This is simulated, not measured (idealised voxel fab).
process module | voxel self aligned vias
cross-section cut | 140 nm wide | cells 5 nm
A cross-section is a grid of square cells, given in bands from the top down. A band is one or more rows of cells.
Each band's line starts with the height of the band's top and of its bottom, in nm. Then come its materials from left to right, each with its width in nm. One material with "throughout" fills the band from edge to edge. "air" is empty space.
Height 0 is the level under which the wafer as received is all one material. The lowest band goes on downwards, as in "0 down".
A width such as "30 to 40" changes by the same amount from each row of cells to the next, from the band's top row to its bottom row.
"no change" after a step means that no cell of the cross-section changed.
closed voids: empty space of 8 cells or more with no open way to the top, each as width x height at its distance from the left edge, in nm
after a step's settings: what the simulator itself notes on the step
overlay nm, on a step with a mask: how far to the right of its planned place the mask lay; to the left if negative
Each pair below shows a cross-section before one step and the cross-section after it, down to the lowest band that changed. The line under each pair gives the step between them, with its settings. The pairs can come from different runs of this module on the same starting wafer, so a pair continues from the pair above only where its "before" says so.
before
  0 down: Si throughout
  closed voids: none
after
  10 to 0: SiO2 throughout
  below 0: unchanged
  closed voids: none
the step between: op CONFORMAL_DEP | material SiO2 | thk nm 10
before: the cross-section after the pair above
after
  15 to 10: SiCN throughout
  below 10: unchanged
  closed voids: none
the step between: op CONFORMAL_DEP | material SiCN | thk nm 5
before: the cross-section after the pair above
after
  45 to 15: lowk throughout
  below 15: unchanged
  closed voids: none
the step between: op DIRECTIONAL_DEP | material lowk | thk nm 30
before: the cross-section after the pair above
after
  65 to 45: resist 35 | air 20 | resist 25 | air 20 | resist 40
  below 45: unchanged
  closed voids: none
the step between: op PATTERN | tone open | mask id LINES | material resist | width nm 20 | pitch nm 45 | thk nm 20 | overlay nm 0
before: the cross-section after the pair above
after
  65 to 45: resist 35 | air 20 | resist 25 | air 20 | resist 40
  45 to 15: lowk 35 | air 20 | lowk 25 | air 20 | lowk 40
  below 15: unchanged
  closed voids: none
the step between: op DIRECTIONAL_ETCH | etch materials lowk | depth nm 30
before: the cross-section after the pair above
after
  45 to 15: lowk 35 | air 20 | lowk 25 | air 20 | lowk 40
  below 15: unchanged
  closed voids: none
the step between: op STRIP | etch materials resist
before: the cross-section after the pair above
after
  50 to 45: TiN 40 | air 10 | TiN 35 | air 10 | TiN 45
  45 to 20: lowk 35 | TiN 5 | air 10 | TiN 5 | lowk 25 | TiN 5 | air 10 | TiN 5 | lowk 40
  20 to 15: lowk 35 | TiN 20 | lowk 25 | TiN 20 | lowk 40
  below 15: unchanged
  closed voids: none
the step between: op CONFORMAL_DEP | material TiN | thk nm 5
before: the cross-section after the pair above
after
  60 to 50: W throughout
  50 to 45: TiN 40 | W 10 | TiN 35 | W 10 | TiN 45
  45 to 20: lowk 35 | TiN 5 | W 10 | TiN 5 | lowk 25 | TiN 5 | W 10 | TiN 5 | lowk 40
  below 20: unchanged
  closed voids: none
the step between: op FILL_DEP | material W | thk nm 10
before: the cross-section after the pair above
after
  45 to 20: lowk 35 | TiN 5 | W 10 | TiN 5 | lowk 25 | TiN 5 | W 10 | TiN 5 | lowk 40
  below 20: unchanged
  closed voids: none
the step between: op CMP | height nm 45
before: the cross-section after the pair above
after
  45 to 35: lowk 35 | air 20 | lowk 25 | air 20 | lowk 40
  below 35: unchanged
  closed voids: none
the step between: op SELECTIVE_ETCH | etch materials W Ru TiN | depth nm 10
before: the cross-section after the pair above
after
  50 to 45: SiN throughout
  45 to 35: lowk 35 | SiN 20 | lowk 25 | SiN 20 | lowk 40
  below 35: unchanged
  closed voids: none
the step between: op FILL_DEP | material SiN | thk nm 5
before: the cross-section after the pair above
after
  45 to 35: lowk 35 | SiN 20 | lowk 25 | SiN 20 | lowk 40
  below 35: unchanged
  closed voids: none
the step between: op CMP | height nm 45
before: the cross-section after the pair above
after
  65 to 45: lowk throughout
  below 45: unchanged
  closed voids: none
the step between: op DIRECTIONAL_DEP | material lowk | thk nm 20
before: the cross-section after the pair above
after
  75 to 65: aC throughout
  below 65: unchanged
  closed voids: none
the step between: op DIRECTIONAL_DEP | material aC | thk nm 10
before: the cross-section after the pair above
after
  100 to 75: resist 30 | air 30 | resist 15 | air 30 | resist 35
  below 75: unchanged
  closed voids: none
the step between: op PATTERN | tone open | mask id VIAS | material resist | width nm 30 | pitch nm 45 | thk nm 25 | overlay nm 0
before: the cross-section after the pair above
after
  90 to 75: resist 30 | air 30 | resist 15 | air 30 | resist 35
  75 to 65: aC 30 | air 30 | aC 15 | air 30 | aC 35
  below 65: unchanged
  closed voids: none
the step between: op DIRECTIONAL_ETCH | etch materials aC | depth nm 10
before: the cross-section after the pair above
after
  75 to 65: aC 30 | air 30 | aC 15 | air 30 | aC 35
  below 65: unchanged
  closed voids: none
the step between: op STRIP | etch materials resist
before: the cross-section after the pair above
after
  75 to 65: aC 30 | air 30 | aC 15 | air 30 | aC 35
  65 to 45: lowk 30 | air 30 | lowk 15 | air 30 | lowk 35
  below 45: unchanged
  closed voids: none
the step between: op DIRECTIONAL_ETCH | etch materials lowk | depth nm 20
before: the cross-section after the pair above
after
  75 to 65: aC 30 | air 30 | aC 15 | air 30 | aC 35
  65 to 45: lowk 30 | air 30 | lowk 15 | air 30 | lowk 35
  45 to 35: lowk 35 | air 20 | lowk 25 | air 20 | lowk 40
  below 35: unchanged
  closed voids: none
the step between: op DIRECTIONAL_ETCH | etch materials SiN | depth nm 10
before: the cross-section after the pair above
after
  65 to 45: lowk 30 | air 30 | lowk 15 | air 30 | lowk 35
  below 45: unchanged
  closed voids: none
the step between: op STRIP | etch materials aC
before: the cross-section after the pair above
after
  70 to 65: TiN 35 | air 20 | TiN 25 | air 20 | TiN 40
  65 to 50: lowk 30 | TiN 5 | air 20 | TiN 5 | lowk 15 | TiN 5 | air 20 | TiN 5 | lowk 35
  50 to 40: lowk 30 to 35 | TiN 10 to 5 | air 10 | TiN 10 to 5 | lowk 15 to 25 | TiN 10 to 5 | air 10 | TiN 10 to 5 | lowk 35 to 40
  40 to 35: lowk 35 | TiN 20 | lowk 25 | TiN 20 | lowk 40
  below 35: unchanged
  closed voids: none
the step between: op CONFORMAL_DEP | material TiN | thk nm 5
before: the cross-section after the pair above
after
  80 to 70: Cu throughout
  70 to 65: TiN 35 | Cu 20 | TiN 25 | Cu 20 | TiN 40
  65 to 50: lowk 30 | TiN 5 | Cu 20 | TiN 5 | lowk 15 | TiN 5 | Cu 20 | TiN 5 | lowk 35
  50 to 40: lowk 30 to 35 | TiN 10 to 5 | Cu 10 | TiN 10 to 5 | lowk 15 to 25 | TiN 10 to 5 | Cu 10 | TiN 10 to 5 | lowk 35 to 40
  below 40: unchanged
  closed voids: none
the step between: op FILL_DEP | material Cu | thk nm 10
before: the cross-section after the pair above
after
  65 to 50: lowk 30 | TiN 5 | Cu 20 | TiN 5 | lowk 15 | TiN 5 | Cu 20 | TiN 5 | lowk 35
  below 50: unchanged
  closed voids: none
the step between: op CMP | height nm 65
before: the cross-section after the pair above
after
  70 to 65: SiCN throughout
  below 65: unchanged
  closed voids: none
the step between: op CONFORMAL_DEP | material SiCN | thk nm 5
before
  80 to 70: Cu throughout
  70 to 65: TiN 35 | Cu 20 | TiN 25 | Cu 20 | TiN 40
  65 to 50: lowk 30 | TiN 5 | Cu 20 | TiN 5 | lowk 15 | TiN 5 | Cu 20 | TiN 5 | lowk 35
  50 to 40: lowk 30 to 35 | TiN 10 to 5 | Cu 10 | TiN 10 to 5 | lowk 15 to 25 | TiN 10 to 5 | Cu 10 | TiN 10 to 5 | lowk 35 to 40
  40 to 35: lowk 35 | TiN 20 | lowk 25 | TiN 20 | lowk 40
  35 to 20: lowk 35 | TiN 5 | W 10 | TiN 5 | lowk 25 | TiN 5 | W 10 | TiN 5 | lowk 40
  20 to 15: lowk 35 | TiN 20 | lowk 25 | TiN 20 | lowk 40
  15 to 10: SiCN throughout
  10 to 0: SiO2 throughout
  0 down: Si throughout
  closed voids: none
after
  85 to 80: SiCN throughout
  below 80: unchanged
  closed voids: none
the step between: op CONFORMAL_DEP | material SiCN | thk nm 5
before
  75 to 65: aC 30 | air 30 | aC 15 | air 30 | aC 35
  65 to 45: lowk 30 | air 30 | lowk 15 | air 30 | lowk 35
  45 to 35: lowk 35 | SiN 20 | lowk 25 | SiN 20 | lowk 40
  35 to 20: lowk 35 | TiN 5 | W 10 | TiN 5 | lowk 25 | TiN 5 | W 10 | TiN 5 | lowk 40
  20 to 15: lowk 35 | TiN 20 | lowk 25 | TiN 20 | lowk 40
  15 to 10: SiCN throughout
  10 to 0: SiO2 throughout
  0 down: Si throughout
  closed voids: none
after
  75 to 65: aC 30 | air 30 | aC 15 | air 30 | aC 35
  65 to 45: lowk 30 | air 30 | lowk 15 | air 30 | lowk 35
  45 to 35: lowk 30 | air 5 | SiN 20 | air 5 | lowk 15 | air 5 | SiN 20 | air 5 | lowk 35
  35 to 25: lowk 30 | air 5 | TiN 5 | W 10 | TiN 5 | air 5 | lowk 15 | air 5 | TiN 5 | W 10 | TiN 5 | air 5 | lowk 35
  below 25: unchanged
  closed voids: none
the step between: op DIRECTIONAL_ETCH | etch materials lowk | depth nm 20
before: the cross-section after the pair above
after
  75 to 65: aC 30 | air 30 | aC 15 | air 30 | aC 35
  65 to 35: lowk 30 | air 30 | lowk 15 | air 30 | lowk 35
  below 35: unchanged
  closed voids: none
the step between: op DIRECTIONAL_ETCH | etch materials SiN | depth nm 10
before: the cross-section after the pair above
after
  65 to 35: lowk 30 | air 30 | lowk 15 | air 30 | lowk 35
  below 35: unchanged
  closed voids: none
the step between: op STRIP | etch materials aC
before: the cross-section after the pair above
after
  70 to 65: TiN 35 | air 20 | TiN 25 | air 20 | TiN 40
  65 to 40: lowk 30 | TiN 5 | air 20 | TiN 5 | lowk 15 | TiN 5 | air 20 | TiN 5 | lowk 35
  40 to 35: lowk 30 | TiN 30 | lowk 15 | TiN 30 | lowk 35
  35 to 25: lowk 30 | TiN 10 | W 10 | TiN 10 | lowk 15 | TiN 10 | W 10 | TiN 10 | lowk 35
  below 25: unchanged
  closed voids: none
the step between: op CONFORMAL_DEP | material TiN | thk nm 5
before: the cross-section after the pair above
after
  80 to 70: Cu throughout
  70 to 65: TiN 35 | Cu 20 | TiN 25 | Cu 20 | TiN 40
  65 to 40: lowk 30 | TiN 5 | Cu 20 | TiN 5 | lowk 15 | TiN 5 | Cu 20 | TiN 5 | lowk 35
  below 40: unchanged
  closed voids: none
the step between: op FILL_DEP | material Cu | thk nm 10
before: the cross-section after the pair above
after
  65 to 40: lowk 30 | TiN 5 | Cu 20 | TiN 5 | lowk 15 | TiN 5 | Cu 20 | TiN 5 | lowk 35
  below 40: unchanged
  closed voids: none
the step between: op CMP | height nm 65
before: the cross-section after the pair above
after
  70 to 65: SiCN throughout
  below 65: unchanged
  closed voids: none
the step between: op CONFORMAL_DEP | material SiCN | thk nm 5
before
  10 to 0: SiO2 throughout
  0 down: Si throughout
  closed voids: none
after
  40 to 10: lowk throughout
  below 10: unchanged
  closed voids: none
the step between: op DIRECTIONAL_DEP | material lowk | thk nm 30
before: the cross-section after the pair above
after
  45 to 40: SiCN throughout
  below 40: unchanged
  closed voids: none
the step between: op CONFORMAL_DEP | material SiCN | thk nm 5
before: the cross-section after the pair above
after
  65 to 45: resist 35 | air 20 | resist 25 | air 20 | resist 40
  below 45: unchanged
  closed voids: none
the step between: op PATTERN | tone open | mask id LINES | material resist | width nm 20 | pitch nm 45 | thk nm 20 | overlay nm 0
before: the cross-section after the pair above
after
  45 to 40: SiCN throughout
  below 40: unchanged
  closed voids: none
the step between: op STRIP | etch materials resist
before: the cross-section after the pair above
after
  50 to 45: TiN throughout
  below 45: unchanged
  closed voids: none
the step between: op CONFORMAL_DEP | material TiN | thk nm 5
before: the cross-section after the pair above
after
  60 to 50: W throughout
  below 50: unchanged
  closed voids: none
the step between: op FILL_DEP | material W | thk nm 10
before: the cross-section after the pair above
after
  45 to 40: SiCN throughout
  below 40: unchanged
  closed voids: none
the step between: op CMP | height nm 45
before: the cross-section after the pair above
after
  50 to 45: SiN throughout
  below 45: unchanged
  closed voids: none
the step between: op FILL_DEP | material SiN | thk nm 5
before: the cross-section after the pair above
after
  45 to 40: SiCN throughout
  below 40: unchanged
  closed voids: none
the step between: op CMP | height nm 45
before: the cross-section after the pair above
after
  65 to 45: lowk throughout
  below 45: unchanged
  closed voids: none
the step between: op DIRECTIONAL_DEP | material lowk | thk nm 20
before: the cross-section after the pair above
after
  75 to 65: aC throughout
  below 65: unchanged
  closed voids: none
the step between: op DIRECTIONAL_DEP | material aC | thk nm 10
before: the cross-section after the pair above
after
  100 to 75: resist 30 | air 30 | resist 15 | air 30 | resist 35
  below 75: unchanged
  closed voids: none
the step between: op PATTERN | tone open | mask id VIAS | material resist | width nm 30 | pitch nm 45 | thk nm 25 | overlay nm 0
before: the cross-section after the pair above
after
  90 to 75: resist 30 | air 30 | resist 15 | air 30 | resist 35
  75 to 65: aC 30 | air 30 | aC 15 | air 30 | aC 35
  below 65: unchanged
  closed voids: none
the step between: op DIRECTIONAL_ETCH | etch materials aC | depth nm 10
before: the cross-section after the pair above
after
  75 to 65: aC 30 | air 30 | aC 15 | air 30 | aC 35
  below 65: unchanged
  closed voids: none
the step between: op STRIP | etch materials resist
before: the cross-section after the pair above
after
  75 to 65: aC 30 | air 30 | aC 15 | air 30 | aC 35
  65 to 45: lowk 30 | air 30 | lowk 15 | air 30 | lowk 35
  below 45: unchanged
  closed voids: none
the step between: op DIRECTIONAL_ETCH | etch materials lowk | depth nm 20
before: the cross-section after the pair above
after
  65 to 45: lowk 30 | air 30 | lowk 15 | air 30 | lowk 35
  below 45: unchanged
  closed voids: none
the step between: op STRIP | etch materials aC
before: the cross-section after the pair above
after
  70 to 65: TiN 35 | air 20 | TiN 25 | air 20 | TiN 40
  65 to 50: lowk 30 | TiN 5 | air 20 | TiN 5 | lowk 15 | TiN 5 | air 20 | TiN 5 | lowk 35
  50 to 45: lowk 30 | TiN 30 | lowk 15 | TiN 30 | lowk 35
  below 45: unchanged
  closed voids: none
the step between: op CONFORMAL_DEP | material TiN | thk nm 5
before: the cross-section after the pair above
after
  80 to 70: Cu throughout
  70 to 65: TiN 35 | Cu 20 | TiN 25 | Cu 20 | TiN 40
  65 to 50: lowk 30 | TiN 5 | Cu 20 | TiN 5 | lowk 15 | TiN 5 | Cu 20 | TiN 5 | lowk 35
  below 50: unchanged
  closed voids: none
the step between: op FILL_DEP | material Cu | thk nm 10
before: the cross-section after the pair above
after
  65 to 50: lowk 30 | TiN 5 | Cu 20 | TiN 5 | lowk 15 | TiN 5 | Cu 20 | TiN 5 | lowk 35
  below 50: unchanged
  closed voids: none
the step between: op CMP | height nm 65
before: the cross-section after the pair above
after
  70 to 65: SiCN throughout
  below 65: unchanged
  closed voids: none
the step between: op CONFORMAL_DEP | material SiCN | thk nm 5
before
  10 to 0: SiO2 throughout
  0 down: Si throughout
  closed voids: none
after
  25 to 10: SiCN throughout
  below 10: unchanged
  closed voids: none
the step between: op CONFORMAL_DEP | material SiCN | thk nm 15
before: the cross-section after the pair above
after
  55 to 25: lowk throughout
  below 25: unchanged
  closed voids: none
the step between: op DIRECTIONAL_DEP | material lowk | thk nm 30
before: the cross-section after the pair above
after
  75 to 55: resist 35 | air 20 | resist 25 | air 20 | resist 40
  below 55: unchanged
  closed voids: none
the step between: op PATTERN | tone open | mask id LINES | material resist | width nm 20 | pitch nm 45 | thk nm 20 | overlay nm 0
before: the cross-section after the pair above
after
  75 to 55: resist 35 | air 20 | resist 25 | air 20 | resist 40
  55 to 25: lowk 35 | air 20 | lowk 25 | air 20 | lowk 40
  below 25: unchanged
  closed voids: none
the step between: op DIRECTIONAL_ETCH | etch materials lowk | depth nm 30
before: the cross-section after the pair above
after
  55 to 25: lowk 35 | air 20 | lowk 25 | air 20 | lowk 40
  below 25: unchanged
  closed voids: none
the step between: op STRIP | etch materials resist
before: the cross-section after the pair above
after
  60 to 55: TiN 40 | air 10 | TiN 35 | air 10 | TiN 45
  55 to 30: lowk 35 | TiN 5 | air 10 | TiN 5 | lowk 25 | TiN 5 | air 10 | TiN 5 | lowk 40
  30 to 25: lowk 35 | TiN 20 | lowk 25 | TiN 20 | lowk 40
  below 25: unchanged
  closed voids: none
the step between: op CONFORMAL_DEP | material TiN | thk nm 5
before: the cross-section after the pair above
after
  70 to 60: W throughout
  60 to 55: TiN 40 | W 10 | TiN 35 | W 10 | TiN 45
  55 to 30: lowk 35 | TiN 5 | W 10 | TiN 5 | lowk 25 | TiN 5 | W 10 | TiN 5 | lowk 40
  below 30: unchanged
  closed voids: none
the step between: op FILL_DEP | material W | thk nm 10
before: the cross-section after the pair above
after
  45 to 30: lowk 35 | TiN 5 | W 10 | TiN 5 | lowk 25 | TiN 5 | W 10 | TiN 5 | lowk 40
  below 30: unchanged
  closed voids: none
the step between: op CMP | height nm 45
before: the cross-section after the pair above
after
  45 to 35: lowk 35 | air 20 | lowk 25 | air 20 | lowk 40
  below 35: unchanged
  closed voids: none
the step between: op SELECTIVE_ETCH | etch materials W Ru TiN | depth nm 10
before: the cross-section after the pair above
after
  50 to 45: SiN throughout
  45 to 35: lowk 35 | SiN 20 | lowk 25 | SiN 20 | lowk 40
  below 35: unchanged
  closed voids: none
the step between: op FILL_DEP | material SiN | thk nm 5
before: the cross-section after the pair above
after
  45 to 35: lowk 35 | SiN 20 | lowk 25 | SiN 20 | lowk 40
  below 35: unchanged
  closed voids: none
the step between: op CMP | height nm 45
before: the cross-section after the pair above
after
  65 to 45: lowk throughout
  below 45: unchanged
  closed voids: none
the step between: op DIRECTIONAL_DEP | material lowk | thk nm 20
before: the cross-section after the pair above
after
  75 to 65: aC throughout
  below 65: unchanged
  closed voids: none
the step between: op DIRECTIONAL_DEP | material aC | thk nm 10
before: the cross-section after the pair above
after
  100 to 75: resist 30 | air 30 | resist 15 | air 30 | resist 35
  below 75: unchanged
  closed voids: none
the step between: op PATTERN | tone open | mask id VIAS | material resist | width nm 30 | pitch nm 45 | thk nm 25 | overlay nm 0
before: the cross-section after the pair above
after
  90 to 75: resist 30 | air 30 | resist 15 | air 30 | resist 35
  75 to 65: aC 30 | air 30 | aC 15 | air 30 | aC 35
  below 65: unchanged
  closed voids: none
the step between: op DIRECTIONAL_ETCH | etch materials aC | depth nm 10
before: the cross-section after the pair above
after
  75 to 65: aC 30 | air 30 | aC 15 | air 30 | aC 35
  below 65: unchanged
  closed voids: none
the step between: op STRIP | etch materials resist
before: the cross-section after the pair above
after
  75 to 65: aC 30 | air 30 | aC 15 | air 30 | aC 35
  65 to 45: lowk 30 | air 30 | lowk 15 | air 30 | lowk 35
  below 45: unchanged
  closed voids: none
the step between: op DIRECTIONAL_ETCH | etch materials lowk | depth nm 20
before: the cross-section after the pair above
after
  75 to 65: aC 30 | air 30 | aC 15 | air 30 | aC 35
  65 to 45: lowk 30 | air 30 | lowk 15 | air 30 | lowk 35
  45 to 35: lowk 35 | air 20 | lowk 25 | air 20 | lowk 40
  below 35: unchanged
  closed voids: none
the step between: op DIRECTIONAL_ETCH | etch materials SiN | depth nm 10
before: the cross-section after the pair above
after
  65 to 45: lowk 30 | air 30 | lowk 15 | air 30 | lowk 35
  below 45: unchanged
  closed voids: none
the step between: op STRIP | etch materials aC
before: the cross-section after the pair above
after
  70 to 65: TiN 35 | air 20 | TiN 25 | air 20 | TiN 40
  65 to 50: lowk 30 | TiN 5 | air 20 | TiN 5 | lowk 15 | TiN 5 | air 20 | TiN 5 | lowk 35
  50 to 40: lowk 30 to 35 | TiN 10 to 5 | air 10 | TiN 10 to 5 | lowk 15 to 25 | TiN 10 to 5 | air 10 | TiN 10 to 5 | lowk 35 to 40
  40 to 35: lowk 35 | TiN 20 | lowk 25 | TiN 20 | lowk 40
  below 35: unchanged
  closed voids: none
the step between: op CONFORMAL_DEP | material TiN | thk nm 5
before: the cross-section after the pair above
after
  80 to 70: Cu throughout
  70 to 65: TiN 35 | Cu 20 | TiN 25 | Cu 20 | TiN 40
  65 to 50: lowk 30 | TiN 5 | Cu 20 | TiN 5 | lowk 15 | TiN 5 | Cu 20 | TiN 5 | lowk 35
  50 to 40: lowk 30 to 35 | TiN 10 to 5 | Cu 10 | TiN 10 to 5 | lowk 15 to 25 | TiN 10 to 5 | Cu 10 | TiN 10 to 5 | lowk 35 to 40
  below 40: unchanged
  closed voids: none
the step between: op FILL_DEP | material Cu | thk nm 10
before: the cross-section after the pair above
after
  65 to 50: lowk 30 | TiN 5 | Cu 20 | TiN 5 | lowk 15 | TiN 5 | Cu 20 | TiN 5 | lowk 35
  below 50: unchanged
  closed voids: none
the step between: op CMP | height nm 65
before: the cross-section after the pair above
after
  70 to 65: SiCN throughout
  below 65: unchanged
  closed voids: none
the step between: op CONFORMAL_DEP | material SiCN | thk nm 5
before
  45 to 15: lowk throughout
  15 to 10: SiCN throughout
  10 to 0: SiO2 throughout
  0 down: Si throughout
  closed voids: none
after
  65 to 45: resist 30 | air 30 | resist 15 | air 30 | resist 35
  below 45: unchanged
  closed voids: none
the step between: op PATTERN | tone open | mask id LINES | material resist | width nm 30 | pitch nm 45 | thk nm 20 | overlay nm 0
before: the cross-section after the pair above
after
  65 to 45: resist 30 | air 30 | resist 15 | air 30 | resist 35
  45 to 15: lowk 30 | air 30 | lowk 15 | air 30 | lowk 35
  below 15: unchanged
  closed voids: none
the step between: op DIRECTIONAL_ETCH | etch materials lowk | depth nm 30
before: the cross-section after the pair above
after
  45 to 15: lowk 30 | air 30 | lowk 15 | air 30 | lowk 35
  below 15: unchanged
  closed voids: none
the step between: op STRIP | etch materials resist
before: the cross-section after the pair above
after
  50 to 45: TiN 35 | air 20 | TiN 25 | air 20 | TiN 40
  45 to 20: lowk 30 | TiN 5 | air 20 | TiN 5 | lowk 15 | TiN 5 | air 20 | TiN 5 | lowk 35
  20 to 15: lowk 30 | TiN 30 | lowk 15 | TiN 30 | lowk 35
  below 15: unchanged
  closed voids: none
the step between: op CONFORMAL_DEP | material TiN | thk nm 5
before: the cross-section after the pair above
after
  60 to 50: W throughout
  50 to 45: TiN 35 | W 20 | TiN 25 | W 20 | TiN 40
  45 to 20: lowk 30 | TiN 5 | W 20 | TiN 5 | lowk 15 | TiN 5 | W 20 | TiN 5 | lowk 35
  below 20: unchanged
  closed voids: none
the step between: op FILL_DEP | material W | thk nm 10
before: the cross-section after the pair above
after
  45 to 20: lowk 30 | TiN 5 | W 20 | TiN 5 | lowk 15 | TiN 5 | W 20 | TiN 5 | lowk 35
  below 20: unchanged
  closed voids: none
the step between: op CMP | height nm 45
before: the cross-section after the pair above
after
  45 to 35: lowk 30 | air 30 | lowk 15 | air 30 | lowk 35
  below 35: unchanged
  closed voids: none
the step between: op SELECTIVE_ETCH | etch materials W Ru TiN | depth nm 10
before: the cross-section after the pair above
after
  50 to 45: SiN throughout
  45 to 35: lowk 30 | SiN 30 | lowk 15 | SiN 30 | lowk 35
  below 35: unchanged
  closed voids: none
the step between: op FILL_DEP | material SiN | thk nm 5
before: the cross-section after the pair above
after
  45 to 35: lowk 30 | SiN 30 | lowk 15 | SiN 30 | lowk 35
  below 35: unchanged
  closed voids: none
the step between: op CMP | height nm 45
before: the cross-section after the pair above
after
  65 to 45: lowk throughout
  below 45: unchanged
  closed voids: none
the step between: op DIRECTIONAL_DEP | material lowk | thk nm 20
before: the cross-section after the pair above
after
  75 to 65: aC throughout
  below 65: unchanged
  closed voids: none
the step between: op DIRECTIONAL_DEP | material aC | thk nm 10
before: the cross-section after the pair above
after
  100 to 75: resist 30 | air 30 | resist 15 | air 30 | resist 35
  below 75: unchanged
  closed voids: none
the step between: op PATTERN | tone open | mask id VIAS | material resist | width nm 30 | pitch nm 45 | thk nm 25 | overlay nm 0
before: the cross-section after the pair above
after
  90 to 75: resist 30 | air 30 | resist 15 | air 30 | resist 35
  75 to 65: aC 30 | air 30 | aC 15 | air 30 | aC 35
  below 65: unchanged
  closed voids: none
the step between: op DIRECTIONAL_ETCH | etch materials aC | depth nm 10
before: the cross-section after the pair above
after
  75 to 65: aC 30 | air 30 | aC 15 | air 30 | aC 35
  below 65: unchanged
  closed voids: none
the step between: op STRIP | etch materials resist
before: the cross-section after the pair above
after
  75 to 65: aC 30 | air 30 | aC 15 | air 30 | aC 35
  65 to 45: lowk 30 | air 30 | lowk 15 | air 30 | lowk 35
  below 45: unchanged
  closed voids: none
the step between: op DIRECTIONAL_ETCH | etch materials lowk | depth nm 20
before: the cross-section after the pair above
after
  75 to 65: aC 30 | air 30 | aC 15 | air 30 | aC 35
  65 to 35: lowk 30 | air 30 | lowk 15 | air 30 | lowk 35
  below 35: unchanged
  closed voids: none
the step between: op DIRECTIONAL_ETCH | etch materials SiN | depth nm 10
before: the cross-section after the pair above
after
  65 to 35: lowk 30 | air 30 | lowk 15 | air 30 | lowk 35
  below 35: unchanged
  closed voids: none
the step between: op STRIP | etch materials aC
before: the cross-section after the pair above
after
  70 to 65: TiN 35 | air 20 | TiN 25 | air 20 | TiN 40
  65 to 40: lowk 30 | TiN 5 | air 20 | TiN 5 | lowk 15 | TiN 5 | air 20 | TiN 5 | lowk 35
  40 to 35: lowk 30 | TiN 30 | lowk 15 | TiN 30 | lowk 35
  below 35: unchanged
  closed voids: none
the step between: op CONFORMAL_DEP | material TiN | thk nm 5
before: the cross-section after the pair above
after
  80 to 70: Cu throughout
  70 to 65: TiN 35 | Cu 20 | TiN 25 | Cu 20 | TiN 40
  65 to 40: lowk 30 | TiN 5 | Cu 20 | TiN 5 | lowk 15 | TiN 5 | Cu 20 | TiN 5 | lowk 35
  below 40: unchanged
  closed voids: none
the step between: op FILL_DEP | material Cu | thk nm 10
before: the cross-section after the pair above
after
  65 to 40: lowk 30 | TiN 5 | Cu 20 | TiN 5 | lowk 15 | TiN 5 | Cu 20 | TiN 5 | lowk 35
  below 40: unchanged
  closed voids: none
the step between: op CMP | height nm 65
before: the cross-section after the pair above
after
  70 to 65: SiCN throughout
  below 65: unchanged
  closed voids: none
the step between: op CONFORMAL_DEP | material SiCN | thk nm 5
before
  75 to 65: aC throughout
  65 to 45: lowk throughout
  45 to 35: lowk 35 | SiN 20 | lowk 25 | SiN 20 | lowk 40
  35 to 20: lowk 35 | TiN 5 | W 10 | TiN 5 | lowk 25 | TiN 5 | W 10 | TiN 5 | lowk 40
  20 to 15: lowk 35 | TiN 20 | lowk 25 | TiN 20 | lowk 40
  15 to 10: SiCN throughout
  10 to 0: SiO2 throughout
  0 down: Si throughout
  closed voids: none
after
  100 to 75: resist 35 | air 30 | resist 15 | air 30 | resist 30
  below 75: unchanged
  closed voids: none
the step between: op PATTERN | tone open | mask id VIAS | material resist | width nm 30 | pitch nm 45 | thk nm 25 | overlay nm 5
before: the cross-section after the pair above
after
  90 to 75: resist 35 | air 30 | resist 15 | air 30 | resist 30
  75 to 65: aC 35 | air 30 | aC 15 | air 30 | aC 30
  below 65: unchanged
  closed voids: none
the step between: op DIRECTIONAL_ETCH | etch materials aC | depth nm 10
before: the cross-section after the pair above
after
  75 to 65: aC 35 | air 30 | aC 15 | air 30 | aC 30
  below 65: unchanged
  closed voids: none
the step between: op STRIP | etch materials resist
before: the cross-section after the pair above
after
  75 to 65: aC 35 | air 30 | aC 15 | air 30 | aC 30
  65 to 45: lowk 35 | air 30 | lowk 15 | air 30 | lowk 30
  below 45: unchanged
  closed voids: none
the step between: op DIRECTIONAL_ETCH | etch materials lowk | depth nm 20
before: the cross-section after the pair above
after
  75 to 65: aC 35 | air 30 | aC 15 | air 30 | aC 30
  65 to 45: lowk 35 | air 30 | lowk 15 | air 30 | lowk 30
  45 to 35: lowk 35 | air 20 | lowk 25 | air 20 | lowk 40
  below 35: unchanged
  closed voids: none
the step between: op DIRECTIONAL_ETCH | etch materials SiN | depth nm 10
before: the cross-section after the pair above
after
  65 to 45: lowk 35 | air 30 | lowk 15 | air 30 | lowk 30
  below 45: unchanged
  closed voids: none
the step between: op STRIP | etch materials aC
before: the cross-section after the pair above
after
  70 to 65: TiN 40 | air 20 | TiN 25 | air 20 | TiN 35
  65 to 50: lowk 35 | TiN 5 | air 20 | TiN 5 | lowk 15 | TiN 5 | air 20 | TiN 5 | lowk 30
  50 to 40: lowk 35 | TiN 5 | air 10 | TiN 15 to 5 | lowk 15 to 25 | TiN 5 | air 10 | TiN 15 to 5 | lowk 30 to 40
  40 to 35: lowk 35 | TiN 20 | lowk 25 | TiN 20 | lowk 40
  below 35: unchanged
  closed voids: none
the step between: op CONFORMAL_DEP | material TiN | thk nm 5
before: the cross-section after the pair above
after
  80 to 70: Cu throughout
  70 to 65: TiN 40 | Cu 20 | TiN 25 | Cu 20 | TiN 35
  65 to 50: lowk 35 | TiN 5 | Cu 20 | TiN 5 | lowk 15 | TiN 5 | Cu 20 | TiN 5 | lowk 30
  50 to 40: lowk 35 | TiN 5 | Cu 10 | TiN 15 to 5 | lowk 15 to 25 | TiN 5 | Cu 10 | TiN 15 to 5 | lowk 30 to 40
  below 40: unchanged
  closed voids: none
the step between: op FILL_DEP | material Cu | thk nm 10
before: the cross-section after the pair above
after
  65 to 50: lowk 35 | TiN 5 | Cu 20 | TiN 5 | lowk 15 | TiN 5 | Cu 20 | TiN 5 | lowk 30
  below 50: unchanged
  closed voids: none
the step between: op CMP | height nm 65
before: the cross-section after the pair above
after
  70 to 65: SiCN throughout
  below 65: unchanged
  closed voids: none
the step between: op CONFORMAL_DEP | material SiCN | thk nm 5
before
  45 to 35: lowk 35 | SiN 20 | lowk 25 | SiN 20 | lowk 40
  35 to 20: lowk 35 | TiN 5 | W 10 | TiN 5 | lowk 25 | TiN 5 | W 10 | TiN 5 | lowk 40
  20 to 15: lowk 35 | TiN 20 | lowk 25 | TiN 20 | lowk 40
  15 to 10: SiCN throughout
  10 to 0: SiO2 throughout
  0 down: Si throughout
  closed voids: none
after
  65 to 45: Ru throughout
  below 45: unchanged
  closed voids: none
the step between: op DIRECTIONAL_DEP | material Ru | thk nm 20
before: the cross-section after the pair above
after
  75 to 65: aC throughout
  below 65: unchanged
  closed voids: none
the step between: op DIRECTIONAL_DEP | material aC | thk nm 10
before: the cross-section after the pair above
after
  100 to 75: resist 30 | air 30 | resist 15 | air 30 | resist 35
  below 75: unchanged
  closed voids: none
the step between: op PATTERN | tone open | mask id VIAS | material resist | width nm 30 | pitch nm 45 | thk nm 25 | overlay nm 0
